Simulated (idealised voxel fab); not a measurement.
Process module heading - voxel capacitor over wiring
Pictured: cross-section cut, 160 nm wide, on a grid of 5 nm square cells.
A cross-section is a grid of square cells, given in bands from the top down. A band is one or more rows of cells. Top height, bottom height, nm. Materials left to right, width each, nm. Single material + "all across" = fills band edge to edge. "blank" = empty. Heights from 0 (as-received wafer is one material below). Bottom band endless downward, as "0 -> down". So if you see something like "30..40" for the width, read it as the top row of the band sitting at the first number and the bottom row at the second, with every row in between moving by the same amount as the last. Take "everything unchanged" at face value: in the step it is given for, the cross-section changed in none of its cells. Heads up: "Cavities, closed" only lists the empty pockets with no open path to the top that are 8 cells or more, and it writes them as width x height at distance, distance from the left edge, in nm. Step line, after settings: the simulator's comment on this step. What "overlay nm" on a step's line means: if the step has a mask, that mask lay this far to the right of its planned place, or, when the value is negative, to the left.

**Planned step list for the process**
- 1: RECEIVE (material Si)
- 2: CONFORMAL_DEP (material SiO2; thk nm 10)
- 3: DIRECTIONAL_DEP (material TiN; thk nm 5)
- 4: DIRECTIONAL_DEP (material Ru; thk nm 20)
- 5: PATTERN (tone cover; mask id METAL_1; material resist; width nm 25; pitch nm 75; thk nm 15; overlay nm 0)
- 6: DIRECTIONAL_ETCH (etch materials Ru; depth nm 20)
- 7: DIRECTIONAL_ETCH (etch materials TiN; depth nm 5)
- 8: STRIP (etch materials resist)
- 9: CONFORMAL_DEP (material SiCN; thk nm 5)
- 10: FILL_DEP (material lowk; thk nm 10)
- 11: CMP (height nm 35)
- 12: CONFORMAL_DEP (material SiCN; thk nm 5)
- 13: DIRECTIONAL_DEP (material lowk; thk nm 10)
- 14: PATTERN (tone open; mask id PLUG_1; material resist; width nm 15; thk nm 15; overlay nm 0)
- 15: DIRECTIONAL_ETCH (etch materials lowk; depth nm 10)
- 16: DIRECTIONAL_ETCH (etch materials SiCN; depth nm 5)
- 17: STRIP (etch materials resist)
- 18: CONFORMAL_DEP (material TiN; thk nm 5)
- 19: FILL_DEP (material Cu; thk nm 5)
- 20: CMP (height nm 50)
- 21: DIRECTIONAL_DEP (material TiN; thk nm 5)
- 22: DIRECTIONAL_DEP (material Al2O3; thk nm 5)
- 23: DIRECTIONAL_DEP (material TiN; thk nm 10)
- 24: MASKED_ETCH (tone cover; mask id UPPER_PLATE; width nm 55; etch materials TiN; depth nm 10; overlay nm 0)
- 25: MASKED_ETCH (tone cover; mask id UPPER_PLATE; width nm 55; etch materials Al2O3; depth nm 5; overlay nm 0)
- 26: MASKED_ETCH (tone cover; mask id LOWER_PLATE; width nm 65; etch materials TiN; depth nm 5; overlay nm 0)
- 27: FILL_DEP (material SiO2; thk nm 15)
- 28: CMP (height nm 80)
- 29: DIRECTIONAL_DEP (material aC; thk nm 15)
- 30: PATTERN (tone open; mask id PLUG_2; material resist; width nm 15; thk nm 35; overlay nm 0)
- 31: DIRECTIONAL_ETCH (etch materials aC; depth nm 15)
- 32: STRIP (etch materials resist)
- 33: DIRECTIONAL_ETCH (etch materials SiO2; depth nm 10)
- 34: STRIP (etch materials aC)
- 35: CONFORMAL_DEP (material TiN; thk nm 5)
- 36: FILL_DEP (material Cu; thk nm 10)
- 37: CMP (height nm 80)
- 38: CONFORMAL_DEP (material SiCN; thk nm 5)

**First out of two wafers; run went to plan**

**Wafer at receipt (post step 1), cross-section**
  0 -> down = Si all across
  Cavities, closed: none

**Wafer section view after processing step 2**
  10 -> 0 = SiO2 all across
  Whatever lies below 0 is exactly as it was before.

**Wafer section view after processing step 3**
  15 -> 10 = TiN all across
  Whatever lies below 10 is exactly as it was before.

**Wafer section view after processing step 4**
  35 -> 15 = Ru all across
  Whatever lies below 15 is exactly as it was before.

**Wafer section view after processing step 5**
  50 -> 35 = blank: 30 | resist: 25 | blank: 50 | resist: 25 | blank: 30
  Whatever lies below 35 is exactly as it was before.

**Wafer section view after processing step 6**
  50 -> 35 = blank: 30 | resist: 25 | blank: 50 | resist: 25 | blank: 30
  35 -> 15 = blank: 30 | Ru: 25 | blank: 50 | Ru: 25 | blank: 30
  Whatever lies below 15 is exactly as it was before.

**Wafer section view after processing step 7**
  50 -> 35 = blank: 30 | resist: 25 | blank: 50 | resist: 25 | blank: 30
  35 -> 15 = blank: 30 | Ru: 25 | blank: 50 | Ru: 25 | blank: 30
  15 -> 10 = blank: 30 | TiN: 25 | blank: 50 | TiN: 25 | blank: 30
  Whatever lies below 10 is exactly as it was before.

**Wafer section view after processing step 8**
  35 -> 15 = blank: 30 | Ru: 25 | blank: 50 | Ru: 25 | blank: 30
  Whatever lies below 15 is exactly as it was before.

**Wafer section view after processing step 9**
  40 -> 35 = blank: 25 | SiCN: 35 | blank: 40 | SiCN: 35 | blank: 25
  35 -> 15 = blank: 25 | SiCN: 5 | Ru: 25 | SiCN: 5 | blank: 40 | SiCN: 5 | Ru: 25 | SiCN: 5 | blank: 25
  15 -> 10 = SiCN: 30 | TiN: 25 | SiCN: 50 | TiN: 25 | SiCN: 30
  Whatever lies below 10 is exactly as it was before.

**Wafer section view after processing step 10**
  50 -> 40 = lowk all across
  40 -> 35 = lowk: 25 | SiCN: 35 | lowk: 40 | SiCN: 35 | lowk: 25
  35 -> 15 = lowk: 25 | SiCN: 5 | Ru: 25 | SiCN: 5 | lowk: 40 | SiCN: 5 | Ru: 25 | SiCN: 5 | lowk: 25
  Whatever lies below 15 is exactly as it was before.

**Wafer section view after processing step 11**
  35 -> 15 = lowk: 25 | SiCN: 5 | Ru: 25 | SiCN: 5 | lowk: 40 | SiCN: 5 | Ru: 25 | SiCN: 5 | lowk: 25
  Whatever lies below 15 is exactly as it was before.

**Wafer section view after processing step 12**
  40 -> 35 = SiCN all across
  Whatever lies below 35 is exactly as it was before.

**Wafer section view after processing step 13**
  50 -> 40 = lowk all across
  Whatever lies below 40 is exactly as it was before.

**Wafer section view after processing step 14**
  65 -> 50 = resist: 40 | blank: 15 | resist: 105
  Whatever lies below 50 is exactly as it was before.

**Wafer section view after processing step 15**
  65 -> 50 = resist: 40 | blank: 15 | resist: 105
  50 -> 40 = lowk: 40 | blank: 15 | lowk: 105
  Whatever lies below 40 is exactly as it was before.

**Wafer section view after processing step 16**
  65 -> 50 = resist: 40 | blank: 15 | resist: 105
  50 -> 40 = lowk: 40 | blank: 15 | lowk: 105
  40 -> 35 = SiCN: 40 | blank: 15 | SiCN: 105
  Whatever lies below 35 is exactly as it was before.

**Wafer section view after processing step 17**
  50 -> 40 = lowk: 40 | blank: 15 | lowk: 105
  Whatever lies below 40 is exactly as it was before.

**Wafer section view after processing step 18**
  55 -> 50 = TiN: 45 | blank: 5 | TiN: 110
  50 -> 40 = lowk: 40 | TiN: 5 | blank: 5 | TiN: 5 | lowk: 105
  40 -> 35 = SiCN: 40 | TiN: 15 | SiCN: 105
  Whatever lies below 35 is exactly as it was before.

**Wafer section view after processing step 19**
  60 -> 55 = Cu all across
  55 -> 50 = TiN: 45 | Cu: 5 | TiN: 110
  50 -> 40 = lowk: 40 | TiN: 5 | Cu: 5 | TiN: 5 | lowk: 105
  Whatever lies below 40 is exactly as it was before.

**Wafer section view after processing step 20**
  50 -> 40 = lowk: 40 | TiN: 5 | Cu: 5 | TiN: 5 | lowk: 105
  Whatever lies below 40 is exactly as it was before.

**Wafer section view after processing step 21**
  55 -> 50 = TiN all across
  Whatever lies below 50 is exactly as it was before.

**Wafer section view after processing step 22**
  60 -> 55 = Al2O3 all across
  Whatever lies below 55 is exactly as it was before.

**Wafer section view after processing step 23**
  70 -> 60 = TiN all across
  Whatever lies below 60 is exactly as it was before.

**Wafer section view after processing step 24**
  70 -> 60 = blank: 40 | TiN: 55 | blank: 65
  Whatever lies below 60 is exactly as it was before.

**Wafer section view after processing step 25**
  70 -> 60 = blank: 40 | TiN: 55 | blank: 65
  60 -> 55 = blank: 40 | Al2O3: 55 | blank: 65
  Whatever lies below 55 is exactly as it was before.

**Wafer section view after processing step 26**
  70 -> 60 = blank: 40 | TiN: 55 | blank: 65
  60 -> 55 = blank: 40 | Al2O3: 55 | blank: 65
  55 -> 50 = blank: 35 | TiN: 65 | blank: 60
  Whatever lies below 50 is exactly as it was before.

**Wafer section view after processing step 27**
  85 -> 70 = SiO2 all across
  70 -> 60 = SiO2: 40 | TiN: 55 | SiO2: 65
  60 -> 55 = SiO2: 40 | Al2O3: 55 | SiO2: 65
  55 -> 50 = SiO2: 35 | TiN: 65 | SiO2: 60
  Whatever lies below 50 is exactly as it was before.

**Wafer section view after processing step 28**
  80 -> 70 = SiO2 all across
  Whatever lies below 70 is exactly as it was before.

**Wafer section view after processing step 29**
  95 -> 80 = aC all across
  Whatever lies below 80 is exactly as it was before.

**Wafer section view after processing step 30**
  130 -> 95 = resist: 50 | blank: 15 | resist: 95
  Whatever lies below 95 is exactly as it was before.

**Wafer section view after processing step 31**
  115 -> 95 = resist: 50 | blank: 15 | resist: 95
  95 -> 80 = aC: 50 | blank: 15 | aC: 95
  Whatever lies below 80 is exactly as it was before.

**Wafer section view after processing step 32**
  95 -> 80 = aC: 50 | blank: 15 | aC: 95
  Whatever lies below 80 is exactly as it was before.

**Wafer section view after processing step 33**
  95 -> 80 = aC: 50 | blank: 15 | aC: 95
  80 -> 70 = SiO2: 50 | blank: 15 | SiO2: 95
  Whatever lies below 70 is exactly as it was before.

**Wafer section view after processing step 34**
  80 -> 70 = SiO2: 50 | blank: 15 | SiO2: 95
  Whatever lies below 70 is exactly as it was before.

**Wafer section view after processing step 35**
  85 -> 80 = TiN: 55 | blank: 5 | TiN: 100
  80 -> 75 = SiO2: 50 | TiN: 5 | blank: 5 | TiN: 5 | SiO2: 95
  75 -> 70 = SiO2: 50 | TiN: 15 | SiO2: 95
  Whatever lies below 70 is exactly as it was before.

**Wafer section view after processing step 36**
  95 -> 85 = Cu all across
  85 -> 80 = TiN: 55 | Cu: 5 | TiN: 100
  80 -> 75 = SiO2: 50 | TiN: 5 | Cu: 5 | TiN: 5 | SiO2: 95
  Whatever lies below 75 is exactly as it was before.

**Wafer section view after processing step 37**
  80 -> 75 = SiO2: 50 | TiN: 5 | Cu: 5 | TiN: 5 | SiO2: 95
  Whatever lies below 75 is exactly as it was before.

**Wafer section view after processing step 38**
  85 -> 80 = SiCN all across
  Whatever lies below 80 is exactly as it was before.

**Second Wafer (Identical Start and Plan, One Processing Error; Matches First Wafer Through Step 1)**

**Second wafer, cross-section, planned end of step 2**
  10 -> 0 = Cu all across
  Whatever lies below 0 is exactly as it was before.

**Second wafer, cross-section, planned end of step 3**
  15 -> 10 = TiN all across
  Whatever lies below 10 is exactly as it was before.

**Second wafer, cross-section, planned end of step 4**
  35 -> 15 = Ru all across
  Whatever lies below 15 is exactly as it was before.

**Second wafer, cross-section, planned end of step 5**
  50 -> 35 = blank: 30 | resist: 25 | blank: 50 | resist: 25 | blank: 30
  Whatever lies below 35 is exactly as it was before.

**Second wafer, cross-section, planned end of step 6**
  50 -> 35 = blank: 30 | resist: 25 | blank: 50 | resist: 25 | blank: 30
  35 -> 15 = blank: 30 | Ru: 25 | blank: 50 | Ru: 25 | blank: 30
  Whatever lies below 15 is exactly as it was before.

**Second wafer, cross-section, planned end of step 7**
  50 -> 35 = blank: 30 | resist: 25 | blank: 50 | resist: 25 | blank: 30
  35 -> 15 = blank: 30 | Ru: 25 | blank: 50 | Ru: 25 | blank: 30
  15 -> 10 = blank: 30 | TiN: 25 | blank: 50 | TiN: 25 | blank: 30
  Whatever lies below 10 is exactly as it was before.

**Second wafer, cross-section, planned end of step 8**
  35 -> 15 = blank: 30 | Ru: 25 | blank: 50 | Ru: 25 | blank: 30
  Whatever lies below 15 is exactly as it was before.

**Second wafer, cross-section, planned end of step 9**
  40 -> 35 = blank: 25 | SiCN: 35 | blank: 40 | SiCN: 35 | blank: 25
  35 -> 15 = blank: 25 | SiCN: 5 | Ru: 25 | SiCN: 5 | blank: 40 | SiCN: 5 | Ru: 25 | SiCN: 5 | blank: 25
  15 -> 10 = SiCN: 30 | TiN: 25 | SiCN: 50 | TiN: 25 | SiCN: 30
  Whatever lies below 10 is exactly as it was before.

**Second wafer, cross-section, planned end of step 10**
  50 -> 40 = lowk all across
  40 -> 35 = lowk: 25 | SiCN: 35 | lowk: 40 | SiCN: 35 | lowk: 25
  35 -> 15 = lowk: 25 | SiCN: 5 | Ru: 25 | SiCN: 5 | lowk: 40 | SiCN: 5 | Ru: 25 | SiCN: 5 | lowk: 25
  Whatever lies below 15 is exactly as it was before.

**Second wafer, cross-section, planned end of step 11**
  35 -> 15 = lowk: 25 | SiCN: 5 | Ru: 25 | SiCN: 5 | lowk: 40 | SiCN: 5 | Ru: 25 | SiCN: 5 | lowk: 25
  Whatever lies below 15 is exactly as it was before.

**Second wafer, cross-section, planned end of step 12**
  40 -> 35 = SiCN all across
  Whatever lies below 35 is exactly as it was before.

**Second wafer, cross-section, planned end of step 13**
  50 -> 40 = lowk all across
  Whatever lies below 40 is exactly as it was before.

**Second wafer, cross-section, planned end of step 14**
  65 -> 50 = resist: 40 | blank: 15 | resist: 105
  Whatever lies below 50 is exactly as it was before.

**Second wafer, cross-section, planned end of step 15**
  65 -> 50 = resist: 40 | blank: 15 | resist: 105
  50 -> 40 = lowk: 40 | blank: 15 | lowk: 105
  Whatever lies below 40 is exactly as it was before.

**Second wafer, cross-section, planned end of step 16**
  65 -> 50 = resist: 40 | blank: 15 | resist: 105
  50 -> 40 = lowk: 40 | blank: 15 | lowk: 105
  40 -> 35 = SiCN: 40 | blank: 15 | SiCN: 105
  Whatever lies below 35 is exactly as it was before.

**Second wafer, cross-section, planned end of step 17**
  50 -> 40 = lowk: 40 | blank: 15 | lowk: 105
  Whatever lies below 40 is exactly as it was before.

**Second wafer, cross-section, planned end of step 18**
  55 -> 50 = TiN: 45 | blank: 5 | TiN: 110
  50 -> 40 = lowk: 40 | TiN: 5 | blank: 5 | TiN: 5 | lowk: 105
  40 -> 35 = SiCN: 40 | TiN: 15 | SiCN: 105
  Whatever lies below 35 is exactly as it was before.

**Second wafer, cross-section, planned end of step 19**
  60 -> 55 = Cu all across
  55 -> 50 = TiN: 45 | Cu: 5 | TiN: 110
  50 -> 40 = lowk: 40 | TiN: 5 | Cu: 5 | TiN: 5 | lowk: 105
  Whatever lies below 40 is exactly as it was before.

**Second wafer, cross-section, planned end of step 20**
  50 -> 40 = lowk: 40 | TiN: 5 | Cu: 5 | TiN: 5 | lowk: 105
  Whatever lies below 40 is exactly as it was before.

**Second wafer, cross-section, planned end of step 21**
  55 -> 50 = TiN all across
  Whatever lies below 50 is exactly as it was before.

**Second wafer, cross-section, planned end of step 22**
  60 -> 55 = Al2O3 all across
  Whatever lies below 55 is exactly as it was before.

**Second wafer, cross-section, planned end of step 23**
  70 -> 60 = TiN all across
  Whatever lies below 60 is exactly as it was before.

**Second wafer, cross-section, planned end of step 24**
  70 -> 60 = blank: 40 | TiN: 55 | blank: 65
  Whatever lies below 60 is exactly as it was before.

**Second wafer, cross-section, planned end of step 25**
  70 -> 60 = blank: 40 | TiN: 55 | blank: 65
  60 -> 55 = blank: 40 | Al2O3: 55 | blank: 65
  Whatever lies below 55 is exactly as it was before.

**Second wafer, cross-section, planned end of step 26**
  70 -> 60 = blank: 40 | TiN: 55 | blank: 65
  60 -> 55 = blank: 40 | Al2O3: 55 | blank: 65
  55 -> 50 = blank: 35 | TiN: 65 | blank: 60
  Whatever lies below 50 is exactly as it was before.

**Second wafer, cross-section, planned end of step 27**
  85 -> 70 = SiO2 all across
  70 -> 60 = SiO2: 40 | TiN: 55 | SiO2: 65
  60 -> 55 = SiO2: 40 | Al2O3: 55 | SiO2: 65
  55 -> 50 = SiO2: 35 | TiN: 65 | SiO2: 60
  Whatever lies below 50 is exactly as it was before.

**Second wafer, cross-section, planned end of step 28**
  80 -> 70 = SiO2 all across
  Whatever lies below 70 is exactly as it was before.

**Second wafer, cross-section, planned end of step 29**
  95 -> 80 = aC all across
  Whatever lies below 80 is exactly as it was before.

**Second wafer, cross-section, planned end of step 30**
  130 -> 95 = resist: 50 | blank: 15 | resist: 95
  Whatever lies below 95 is exactly as it was before.

**Second wafer, cross-section, planned end of step 31**
  115 -> 95 = resist: 50 | blank: 15 | resist: 95
  95 -> 80 = aC: 50 | blank: 15 | aC: 95
  Whatever lies below 80 is exactly as it was before.

**Second wafer, cross-section, planned end of step 32**
  95 -> 80 = aC: 50 | blank: 15 | aC: 95
  Whatever lies below 80 is exactly as it was before.

**Second wafer, cross-section, planned end of step 33**
  95 -> 80 = aC: 50 | blank: 15 | aC: 95
  80 -> 70 = SiO2: 50 | blank: 15 | SiO2: 95
  Whatever lies below 70 is exactly as it was before.

**Second wafer, cross-section, planned end of step 34**
  80 -> 70 = SiO2: 50 | blank: 15 | SiO2: 95
  Whatever lies below 70 is exactly as it was before.

**Second wafer, cross-section, planned end of step 35**
  85 -> 80 = TiN: 55 | blank: 5 | TiN: 100
  80 -> 75 = SiO2: 50 | TiN: 5 | blank: 5 | TiN: 5 | SiO2: 95
  75 -> 70 = SiO2: 50 | TiN: 15 | SiO2: 95
  Whatever lies below 70 is exactly as it was before.

**Second wafer, cross-section, planned end of step 36**
  95 -> 85 = Cu all across
  85 -> 80 = TiN: 55 | Cu: 5 | TiN: 100
  80 -> 75 = SiO2: 50 | TiN: 5 | Cu: 5 | TiN: 5 | SiO2: 95
  Whatever lies below 75 is exactly as it was before.

**Second wafer, cross-section, planned end of step 37**
  80 -> 75 = SiO2: 50 | TiN: 5 | Cu: 5 | TiN: 5 | SiO2: 95
  Whatever lies below 75 is exactly as it was before.

**Second wafer, cross-section, planned end of step 38**
  85 -> 80 = SiCN all across
  Whatever lies below 80 is exactly as it was before.
Nonconformance to the process plan: note that step 2 departed from the planned setting and was carried out as CONFORMAL_DEP (material Cu; thk nm 10)
Heads up, by the end the second wafer has more or fewer cells of some materials compared to the first: Cu +64 | SiO2 -64
